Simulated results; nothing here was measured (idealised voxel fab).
process module | voxel self aligned contacts
cross-section cut | 180 nm wide | cells 5 nm
A cross-section is a grid of square cells, given in bands from the top down. A band is one or more rows of cells.
Each band's line starts with the height of the band's top and of its bottom, in nm. Then come its materials from left to right, each with its width in nm. One material with "throughout" fills the band from edge to edge. "air" is empty space.
Height 0 is the level under which the wafer as received is all one material. The lowest band goes on downwards, as in "0 down".
A width such as "30 to 40" changes by the same amount from each row of cells to the next, from the band's top row to its bottom row.
"no change" after a step means that no cell of the cross-section changed.
closed voids: empty space of 8 cells or more with no open way to the top, each as width x height at its distance from the left edge, in nm
after a step's settings: what the simulator itself notes on the step
overlay nm, on a step with a mask: how far to the right of its planned place the mask lay; to the left if negative
plan
1 op RECEIVE | material Si
2 op OXIDIZE | depth nm 5
3 op DIRECTIONAL_DEP | material polySi | thk nm 20
4 op DIRECTIONAL_DEP | material SiN | thk nm 10
5 op MASKED_ETCH | tone cover | mask id GATE | width nm 25 | pitch nm 60 | etch materials SiN | depth nm 20 | overlay nm 0
6 op MASKED_ETCH | tone cover | mask id GATE | width nm 25 | pitch nm 60 | etch materials polySi | depth nm 20 | overlay nm 0
7 op CONFORMAL_DEP | material SiN | thk nm 5
8 op DIRECTIONAL_ETCH | etch materials SiN | depth nm 5
9 op FILL_DEP | material SiO2 | thk nm 15
10 op CMP | height nm 45
11 op PATTERN | tone open | mask id CONTACT | material resist | width nm 45 | pitch nm 60 | thk nm 15 | overlay nm 0
12 op DIRECTIONAL_ETCH | etch materials SiO2 | depth nm 50
13 op STRIP | etch materials resist
14 op CONFORMAL_DEP | material TiN | thk nm 5
15 op FILL_DEP | material Ru | thk nm 10
16 op CMP | height nm 45
17 op CONFORMAL_DEP | material SiCN | thk nm 5
varied across the wafers: thk nm of step 4. The plan shows the first wafer's value. All wafers start alike
first wafer as received, after step 1
  0 down: Si throughout
  closed voids: none
each wafer at the end: cells of each material gained (+) or lost (-) since it was received, then its closed voids
thk nm 10 | +70 Ru | -36 Si | +36 SiCN | +66 SiN | +110 SiO2 | +54 TiN | +60 polySi | closed voids: none
thk nm 15 | +62 Ru | -36 Si | +36 SiCN | +87 SiN | +97 SiO2 | +54 TiN | +60 polySi | closed voids: none
thk nm 20 | +54 Ru | -36 Si | +36 SiCN | +108 SiN | +84 SiO2 | +54 TiN | +60 polySi | closed voids: none
thk nm 25 | +18 Ru | -36 Si | +36 SiCN | +120 SiN | +56 SiO2 | +22 TiN | +144 polySi | closed voids: none
thk nm 30 | +12 Ru | -36 Si | +36 SiCN | +135 SiN | +51 SiO2 | +18 TiN | +144 polySi | closed voids: none
thk nm 35 | +6 Ru | -36 Si | +36 SiCN | +150 SiN | +46 SiO2 | +14 TiN | +144 polySi | closed voids: none
